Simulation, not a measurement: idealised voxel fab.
The name of this process module is voxel gate over fins.
Section cut is 205 nm wide and gridded with 5 nm square cells.
Cross-section layout: square cells on a grid; listed as bands, top to bottom; a band spans one or more cell rows. Band entry format. Leading values: height of top, height of bottom, nm. Remainder: materials in left-to-right order, each with its width in nm. Special words: "throughout" on a single material, which then fills the band edge to edge; "blank", empty space. Counting heights begins at 0, where everything beneath is, in the wafer as received, one material. The lowest band has no bottom; it goes on downwards, as "0..down" shows. Width "30->40": first value at the band's top row of cells, second value at its bottom row, equal change from row to row. "nothing was modified" means the step left every cell of the cross-section as it was. "closed voids": sealed empty spaces, 8 cells or more, no open way to top, listed width x height at distance, with distance from the left edge and width, height and distance in nm. Past the settings on a step's line: simulator remark, on that step. overlay nm: mask right of planned place by this much (step with mask). Neg. = left.
Process steps foreseen in the plan
- 1: RECEIVE [material Si]
- 2: CONFORMAL_DEP [material SiN] [thk nm 10]
- 3: DIRECTIONAL_DEP [material aC] [thk nm 10]
- 4: PATTERN [tone cover] [mask id FINS] [material resist] [width nm 15] [pitch nm 40] [thk nm 25] [overlay nm 0]
- 5: DIRECTIONAL_ETCH [etch materials aC] [depth nm 10]
- 6: STRIP [etch materials resist]
- 7: DIRECTIONAL_ETCH [etch materials SiN] [depth nm 10]
- 8: DIRECTIONAL_ETCH [etch materials Si] [depth nm 40]
- 9: STRIP [etch materials aC]
- 10: OXIDIZE [depth nm 5]
- 11: FILL_DEP [material SiO2] [thk nm 15]
- 12: CMP [height nm 10]
- 13: SELECTIVE_ETCH [etch materials SiO2] [depth nm 20]
- 14: STRIP [etch materials SiN]
- 15: CONFORMAL_DEP [material HfO2] [thk nm 5]
- 16: CONFORMAL_DEP [material TiN] [thk nm 5]
- 17: FILL_DEP [material W] [thk nm 10]
- 18: CMP [height nm 15]
- 19: CONFORMAL_DEP [material SiCN] [thk nm 5]
Wafer as received: cross-section following step 1
- 0..down: Si throughout
- closed voids: none
Run as planned - first of the two wafers cross-sectioned at the end of the module
- 20..15: SiCN throughout
- 15..10: W throughout
- 10..5: 30 W | 25 TiN | 15 W | 25 TiN | 15 W | 25 TiN | 15 W | 25 TiN | 30 W
- 5..0: 30 W | 5 TiN | 15 HfO2 | 5 TiN | 15 W | 5 TiN | 15 HfO2 | 5 TiN | 15 W | 5 TiN | 15 HfO2 | 5 TiN | 15 W | 5 TiN | 15 HfO2 | 5 TiN | 30 W
- 0..-5: 35 TiN | 5 HfO2 | 5 Si | 5 HfO2 | 25 TiN | 5 HfO2 | 5 Si | 5 HfO2 | 25 TiN | 5 HfO2 | 5 Si | 5 HfO2 | 25 TiN | 5 HfO2 | 5 Si | 5 HfO2 | 35 TiN
- -5..-10: 40 HfO2 | 5 Si | 35 HfO2 | 5 Si | 35 HfO2 | 5 Si | 35 HfO2 | 5 Si | 40 HfO2
- -10..-45: 40 SiO2 | 5 Si | 35 SiO2 | 5 Si | 35 SiO2 | 5 Si | 35 SiO2 | 5 Si | 40 SiO2
- -45..down: Si throughout
- closed voids: none
Same start, same plan as the first wafer - but one mistake in the run. Cross-section of the second of the two at the end of the module
- 20..15: SiO2 throughout
- 15..10: W throughout
- 10..5: 30 W | 25 TiN | 15 W | 25 TiN | 15 W | 25 TiN | 15 W | 25 TiN | 30 W
- 5..0: 30 W | 5 TiN | 15 HfO2 | 5 TiN | 15 W | 5 TiN | 15 HfO2 | 5 TiN | 15 W | 5 TiN | 15 HfO2 | 5 TiN | 15 W | 5 TiN | 15 HfO2 | 5 TiN | 30 W
- 0..-5: 35 TiN | 5 HfO2 | 5 Si | 5 HfO2 | 25 TiN | 5 HfO2 | 5 Si | 5 HfO2 | 25 TiN | 5 HfO2 | 5 Si | 5 HfO2 | 25 TiN | 5 HfO2 | 5 Si | 5 HfO2 | 35 TiN
- -5..-10: 40 HfO2 | 5 Si | 35 HfO2 | 5 Si | 35 HfO2 | 5 Si | 35 HfO2 | 5 Si | 40 HfO2
- -10..-45: 40 SiO2 | 5 Si | 35 SiO2 | 5 Si | 35 SiO2 | 5 Si | 35 SiO2 | 5 Si | 40 SiO2
- -45..down: Si throughout
- closed voids: none
Misprocessing identified: in deviation from the planned setting, step 19 was conducted as CONFORMAL_DEP [material SiO2] [thk nm 5]
In the final state, the cell counts of the second wafer exceed or fall short of those of the first for the following materials: SiCN -41, SiO2 +41
